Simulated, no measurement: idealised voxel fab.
process module | voxel capacitor over wiring
cross-section cut | 280 nm wide | cells 5 nm
A cross-section is a grid of square cells, given in bands from the top down. A band is one or more rows of cells.
Each band's line starts with the height of the band's top and of its bottom, in nm. Then come its materials from left to right, each with its width in nm. One material with "throughout" fills the band from edge to edge. "air" is empty space.
Height 0 is the level under which the wafer as received is all one material. The lowest band goes on downwards, as in "0 down".
A width such as "30 to 40" changes by the same amount from each row of cells to the next, from the band's top row to its bottom row.
"no change" after a step means that no cell of the cross-section changed.
closed voids: empty space of 8 cells or more with no open way to the top, each as width x height at its distance from the left edge, in nm
after a step's settings: what the simulator itself notes on the step
overlay nm, on a step with a mask: how far to the right of its planned place the mask lay; to the left if negative
plan
1 op RECEIVE | material Si
2 op CONFORMAL_DEP | material SiO2 | thk nm 15
3 op DIRECTIONAL_DEP | material TiN | thk nm 5
4 op DIRECTIONAL_DEP | material W | thk nm 15
5 op PATTERN | tone cover | mask id METAL_1 | material resist | width nm 30 | pitch nm 100 | thk nm 20 | overlay nm 0
6 op DIRECTIONAL_ETCH | etch materials W | depth nm 15
7 op DIRECTIONAL_ETCH | etch materials TiN | depth nm 5
8 op STRIP | etch materials resist
9 op FILL_DEP | material lowk | thk nm 5
10 op CMP | height nm 35
11 op CONFORMAL_DEP | material SiCN | thk nm 5
12 op DIRECTIONAL_DEP | material lowk | thk nm 20
13 op DIRECTIONAL_DEP | material aC | thk nm 10
14 op PATTERN | tone open | mask id PLUG_1 | material resist | width nm 15 | thk nm 30 | overlay nm 0
15 op DIRECTIONAL_ETCH | etch materials aC | depth nm 10
16 op STRIP | etch materials resist
17 op DIRECTIONAL_ETCH | etch materials lowk | depth nm 20
18 op DIRECTIONAL_ETCH | etch materials SiCN | depth nm 5
19 op STRIP | etch materials aC
20 op EPI | material Ru | thk nm 10
21 op EPI | material Ru | thk nm 10
22 op EPI | material Ru | thk nm 5
23 op DIRECTIONAL_DEP | material TiN | thk nm 5
24 op DIRECTIONAL_DEP | material HfO2 | thk nm 5
25 op DIRECTIONAL_DEP | material TiN | thk nm 10
26 op MASKED_ETCH | tone cover | mask id UPPER_PLATE | width nm 75 | etch materials TiN | depth nm 10 | overlay nm 0
27 op MASKED_ETCH | tone cover | mask id UPPER_PLATE | width nm 75 | etch materials HfO2 | depth nm 5 | overlay nm 0
28 op DIRECTIONAL_DEP | material aC | thk nm 10
29 op PATTERN | tone cover | mask id LOWER_PLATE | material resist | width nm 85 | thk nm 30 | overlay nm 0
30 op DIRECTIONAL_ETCH | etch materials aC | depth nm 10
31 op STRIP | etch materials resist
32 op DIRECTIONAL_ETCH | etch materials TiN | depth nm 5
33 op STRIP | etch materials aC
34 op FILL_DEP | material SiO2 | thk nm 20
35 op CMP | height nm 85
36 op DIRECTIONAL_DEP | material aC | thk nm 15
37 op PATTERN | tone open | mask id PLUG_2 | material resist | width nm 15 | thk nm 30 | overlay nm 0
38 op DIRECTIONAL_ETCH | etch materials aC | depth nm 15
39 op STRIP | etch materials resist
40 op DIRECTIONAL_ETCH | etch materials SiO2 | depth nm 15
41 op STRIP | etch materials aC
42 op CONFORMAL_DEP | material TiN | thk nm 5
43 op FILL_DEP | material Ru | thk nm 5
44 op CMP | height nm 95
45 op CONFORMAL_DEP | material SiCN | thk nm 5
varied across the wafers: height nm of step 35. The plan shows the first wafer's value. All wafers start alike
first wafer as received, after step 1
  0 down: Si throughout
  closed voids: none
each wafer at the end: cells of each material gained (+) or lost (-) since it was received, then its closed voids
height nm 85 | +15 HfO2 | +72 Ru | +109 SiCN | +383 SiO2 | +117 TiN | +36 W | +388 lowk | closed voids: none
height nm 90 | +15 HfO2 | +17 Ru | +109 SiCN | +436 SiO2 | +119 TiN | +36 W | +388 lowk | closed voids: none
height nm 95 | +15 HfO2 | +17 Ru | +109 SiCN | +489 SiO2 | +66 TiN | +36 W | +388 lowk | closed voids: none
height nm 100 | +15 HfO2 | +16 Ru | +109 SiCN | +492 SiO2 | +64 TiN | +36 W | +388 lowk | closed voids: none
